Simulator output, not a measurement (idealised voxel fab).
The document below concerns the process module designated voxel wiring stack.
The cross-section shown here is cut; it is 240 nm wide and divided into square cells measuring 5 nm on a side.
This document writes a cross-section as a grid whose cells are square, and gives it as bands, listed from the top down; one or more rows of cells form a band.
Top, bottom (nm), then materials left to right with widths (nm); lone material tagged "throughout" fills the whole band edge to edge; "air" = empty space.
Height reference: 0 = level under which incoming wafer is all one material. Lowest band: no bottom, runs on downward, e.g. "0 -> down".
A two-number width, for instance "30->40", indicates that the width is equal to the first number in the top row of the band and to the second number in the bottom row, and that it changes by a constant amount per row of cells.
Key: "nothing got changed" - step with no changed cell in the cross-section.
The entry titled "Closed void entries" provides the empty spaces that have no open way to the top, restricted to those of 8 cells or more. Each is presented as width x height at distance, the distance being measured from the left edge, with all three in nm.
Formally, on a step line, whatever follows the settings is a remark that the simulator itself makes on the step.
overlay nm: mask offset rightward from planned place, masked step; negative means leftward offset.
## Here's what the planned process steps look like
1) op RECEIVE | material Si
2) op CONFORMAL_DEP | material SiO2 | thk nm 15
3) op CONFORMAL_DEP | material SiN | thk nm 5
4) op DIRECTIONAL_DEP | material lowk | thk nm 20
5) op PATTERN | tone open | mask id METAL_1 | material resist | width nm 30 | pitch nm 45 | thk nm 15 | overlay nm 0
6) op DIRECTIONAL_ETCH | etch materials lowk | depth nm 20
7) op DIRECTIONAL_ETCH | etch materials SiN | depth nm 5
8) op STRIP | etch materials resist
9) op CONFORMAL_DEP | material TiN | thk nm 5
10) op FILL_DEP | material Cu | thk nm 5
11) op CMP | height nm 40
12) op CONFORMAL_DEP | material SiCN | thk nm 5
13) op DIRECTIONAL_DEP | material lowk | thk nm 20
14) op MASKED_ETCH | tone open | mask id PLUG_1 | width nm 15 | pitch nm 45 | etch materials lowk | depth nm 20 | overlay nm 0
15) op MASKED_ETCH | tone open | mask id PLUG_1 | width nm 15 | pitch nm 45 | etch materials SiCN | depth nm 5 | overlay nm 0
16) op CONFORMAL_DEP | material TiN | thk nm 5
17) op FILL_DEP | material Cu | thk nm 5
18) op CMP | height nm 65
19) op CONFORMAL_DEP | material SiCN | thk nm 5
20) op DIRECTIONAL_DEP | material lowk | thk nm 20
21) op DIRECTIONAL_DEP | material aC | thk nm 15
22) op PATTERN | tone open | mask id METAL_2 | material resist | width nm 30 | pitch nm 45 | thk nm 35 | overlay nm 0
23) op DIRECTIONAL_ETCH | etch materials aC | depth nm 15
24) op STRIP | etch materials resist
25) op DIRECTIONAL_ETCH | etch materials lowk | depth nm 20
26) op DIRECTIONAL_ETCH | etch materials SiCN | depth nm 5
27) op STRIP | etch materials aC
28) op CONFORMAL_DEP | material TiN | thk nm 5
29) op FILL_DEP | material W | thk nm 5
30) op CMP | height nm 90
31) op EPI | material Ru | thk nm 5
32) op FILL_DEP | material SiCN | thk nm 5
33) op DIRECTIONAL_DEP | material lowk | thk nm 35
34) op PATTERN | tone open | mask id METAL_3 | material resist | width nm 30 | pitch nm 45 | thk nm 20 | overlay nm 0
35) op DIRECTIONAL_ETCH | etch materials lowk | depth nm 20
36) op STRIP | etch materials resist
37) op MASKED_ETCH | tone open | mask id METAL_3_HOLES | width nm 15 | pitch nm 45 | etch materials lowk | depth nm 15 | overlay nm 0
38) op MASKED_ETCH | tone open | mask id METAL_3_HOLES | width nm 15 | pitch nm 45 | etch materials SiCN | depth nm 5 | overlay nm 0
39) op CONFORMAL_DEP | material TiN | thk nm 5
40) op FILL_DEP | material Cu | thk nm 5
41) op CMP | height nm 135
42) op CONFORMAL_DEP | material SiCN | thk nm 5
## Cross-section of the wafer upon arrival, representing the state reached after step 1
    0 -> down = Si throughout
    Closed void entries: none
## The following cross-section depicts the wafer upon conclusion of the module. Processing commenced from the starting condition illustrated above and adhered to the plan illustrated above, save for one mistake in execution
    140 -> 135 = SiCN throughout
    135 -> 120 = lowk 35  TiN 5  Cu 20  TiN 5  lowk 15  TiN 5  Cu 20  TiN 5  lowk 15  TiN 5  Cu 20  TiN 5  lowk 15  TiN 5  Cu 20  TiN 5  lowk 40
    120 -> 115 = lowk 35  TiN 5  Cu 5  TiN 20  lowk 15  TiN 5  Cu 5  TiN 20  lowk 15  TiN 5  Cu 5  TiN 20  lowk 15  TiN 5  Cu 5  TiN 20  lowk 40
    115 -> 100 = lowk 35  TiN 5  Cu 5  TiN 5  lowk 30  TiN 5  Cu 5  TiN 5  lowk 30  TiN 5  Cu 5  TiN 5  lowk 30  TiN 5  Cu 5  TiN 5  lowk 55
    100 -> 95 = SiCN 35  TiN 15  SiCN 30  TiN 15  SiCN 30  TiN 15  SiCN 30  TiN 15  SiCN 55
    95 -> 90 = SiCN 30  Ru 40  SiCN 5  Ru 40  SiCN 5  Ru 40  SiCN 5  Ru 40  SiCN 35
    90 -> 70 = lowk 35  TiN 5  W 20  TiN 5  lowk 15  TiN 5  W 20  TiN 5  lowk 15  TiN 5  W 20  TiN 5  lowk 15  TiN 5  W 20  TiN 5  lowk 40
    70 -> 65 = SiCN 35  TiN 30  SiCN 15  TiN 30  SiCN 15  TiN 30  SiCN 15  TiN 30  SiCN 40
    65 -> 45 = lowk 35  TiN 5  Cu 5  TiN 5  lowk 30  TiN 5  Cu 5  TiN 5  lowk 30  TiN 5  Cu 5  TiN 5  lowk 30  TiN 5  Cu 5  TiN 5  lowk 55
    45 -> 40 = SiCN 35  TiN 15  SiCN 30  TiN 15  SiCN 30  TiN 15  SiCN 30  TiN 15  SiCN 55
    40 -> 25 = lowk 35  TiN 5  Cu 20  TiN 5  lowk 15  TiN 5  Cu 20  TiN 5  lowk 15  TiN 5  Cu 20  TiN 5  lowk 15  TiN 5  Cu 20  TiN 5  lowk 40
    25 -> 20 = lowk 35  TiN 30  lowk 15  TiN 30  lowk 15  TiN 30  lowk 15  TiN 30  lowk 40
    20 -> 5 = SiO2 throughout
    5 -> 0 = SiN throughout
    0 -> down = Si throughout
    Closed void entries: none
Nonconformance to the process plan: contrary to the plan, steps 2 and 3 were processed in exchanged order
